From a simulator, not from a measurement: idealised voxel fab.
voxel wiring stack: a process module
For reference, the cross-section in this document is cut, with width 255 nm and square cells of 5 nm.
We lay out every cross-section as a grid of square cells and spell it out in bands from the top down, where one band means one or more rows of cells. Read a band's entry like this: the first values are the height of its top and the height of its bottom in nm, and what follows is the sequence of materials from left to right, each with its width in nm. Note that "empty" is empty space, and that a single material marked "edge to edge" reaches across the band from edge to edge. The reference from which all heights are counted is 0, the level beneath which the as-received wafer is entirely one material; the lowest band, having no lower bound, proceeds downward and is written after the example "0 down". A two-number width, for instance "30..40", indicates that the width is equal to the first number in the top row of the band and to the second number in the bottom row, and that it changes by a constant amount per row of cells. "no modification" means the step left every cell of the cross-section as it was. The entry "Tabulated closed voids" lists the empty spaces that cover at least 8 cells and have no open path to the top. Each is written as width x height at distance, where the distance is measured from the left edge and all three values are in nm. On a step's line, text after the settings is the simulator commenting on that step. You can add "overlay nm" to a step's line. For a step with a mask, it describes how far the mask lay to the right of its planned position, and a negative number describes a lay to the left.

[Here's what the planned process steps look like]
1. RECEIVE (material Si)
2. CONFORMAL_DEP (material SiO2; thk nm 15)
3. CONFORMAL_DEP (material SiN; thk nm 5)
4. DIRECTIONAL_DEP (material lowk; thk nm 15)
5. DIRECTIONAL_DEP (material aC; thk nm 10)
6. PATTERN (tone open; mask id METAL_1; material resist; width nm 20; pitch nm 35; thk nm 25; overlay nm 0)
7. DIRECTIONAL_ETCH (etch materials aC; depth nm 10)
8. STRIP (etch materials resist)
9. DIRECTIONAL_ETCH (etch materials lowk; depth nm 15)
10. DIRECTIONAL_ETCH (etch materials SiN; depth nm 5)
11. STRIP (etch materials aC)
12. CONFORMAL_DEP (material TiN; thk nm 5)
13. FILL_DEP (material Cu; thk nm 10)
14. CMP (height nm 35)
15. CONFORMAL_DEP (material SiCN; thk nm 5)
16. DIRECTIONAL_DEP (material lowk; thk nm 30)
17. PATTERN (tone open; mask id METAL_2_HOLES; material resist; width nm 15; pitch nm 70; thk nm 15; overlay nm 0)
18. DIRECTIONAL_ETCH (etch materials lowk; depth nm 30)
19. STRIP (etch materials resist)
20. MASKED_ETCH (tone open; mask id METAL_2; width nm 20; pitch nm 35; etch materials lowk; depth nm 20; overlay nm 0)
21. MASKED_ETCH (tone open; mask id METAL_2; width nm 20; pitch nm 35; etch materials SiCN; depth nm 5; overlay nm 0)
22. CONFORMAL_DEP (material TiN; thk nm 5)
23. FILL_DEP (material Cu; thk nm 5)
24. CMP (height nm 70)
25. CONFORMAL_DEP (material SiN; thk nm 5)

[Incoming wafer, cross-sectional view, post step 1]
> 0 down = Si edge to edge
> Tabulated closed voids: none

[Sectioned view, first of two wafers, at the close of the module, processed as intended in the plan]
> 75 to 70 = SiN edge to edge
> 70 to 55 = 65 lowk  5 TiN  10 Cu  5 TiN  15 lowk  5 TiN  10 Cu  5 TiN  15 lowk  5 TiN  10 Cu  5 TiN  15 lowk  5 TiN  10 Cu  5 TiN  65 lowk
> 55 to 50 = 65 lowk  5 TiN  5 Cu  10 TiN  15 lowk  20 TiN  15 lowk  5 TiN  5 Cu  10 TiN  15 lowk  20 TiN  65 lowk
> 50 to 40 = 65 lowk  5 TiN  5 Cu  5 TiN  55 lowk  5 TiN  5 Cu  5 TiN  105 lowk
> 40 to 35 = 65 SiCN  15 TiN  55 SiCN  15 TiN  105 SiCN
> 35 to 20 = 65 lowk  5 TiN  10 Cu  5 TiN  15 lowk  5 TiN  10 Cu  5 TiN  15 lowk  5 TiN  10 Cu  5 TiN  15 lowk  5 TiN  10 Cu  5 TiN  65 lowk
> 20 to 15 = 65 SiN  20 TiN  15 SiN  20 TiN  15 SiN  20 TiN  15 SiN  20 TiN  65 SiN
> 15 to 0 = SiO2 edge to edge
> 0 down = Si edge to edge
> Tabulated closed voids: none

[End-of-module cross-section of the second wafer: identical starting point and process plan to the first, with one processing mistake]
> 75 to 70 = SiN edge to edge
> 70 to 55 = 65 lowk  5 TiN  10 Cu  5 TiN  15 lowk  5 TiN  10 Cu  5 TiN  15 lowk  5 TiN  10 Cu  5 TiN  15 lowk  5 TiN  10 Cu  5 TiN  65 lowk
> 55 to 50 = 65 lowk  5 TiN  5 Cu  10 TiN  15 lowk  20 TiN  15 lowk  5 TiN  5 Cu  10 TiN  15 lowk  20 TiN  65 lowk
> 50 to 40 = 65 lowk  5 TiN  5 Cu  5 TiN  55 lowk  5 TiN  5 Cu  5 TiN  105 lowk
> 40 to 35 = 65 SiCN  15 TiN  55 SiCN  15 TiN  105 SiCN
> 35 to 30 = Cu edge to edge
> 30 to 25 = 70 TiN  10 Cu  25 TiN  10 Cu  25 TiN  10 Cu  25 TiN  10 Cu  70 TiN
> 25 to 20 = 65 lowk  5 TiN  10 Cu  5 TiN  15 lowk  5 TiN  10 Cu  5 TiN  15 lowk  5 TiN  10 Cu  5 TiN  15 lowk  5 TiN  10 Cu  5 TiN  65 lowk
> 20 to 15 = 65 SiN  20 TiN  15 SiN  20 TiN  15 SiN  20 TiN  15 SiN  20 TiN  65 SiN
> 15 to 0 = SiO2 edge to edge
> 0 down = Si edge to edge
> Tabulated closed voids: none
What was the processing mistake? note that step 4 departed from the planned setting and was carried out as DIRECTIONAL_DEP (material lowk; thk nm 5)
Heads up, by the end the second wafer has more or fewer cells of some materials compared to the first: +43 Cu, +27 TiN, -70 lowk
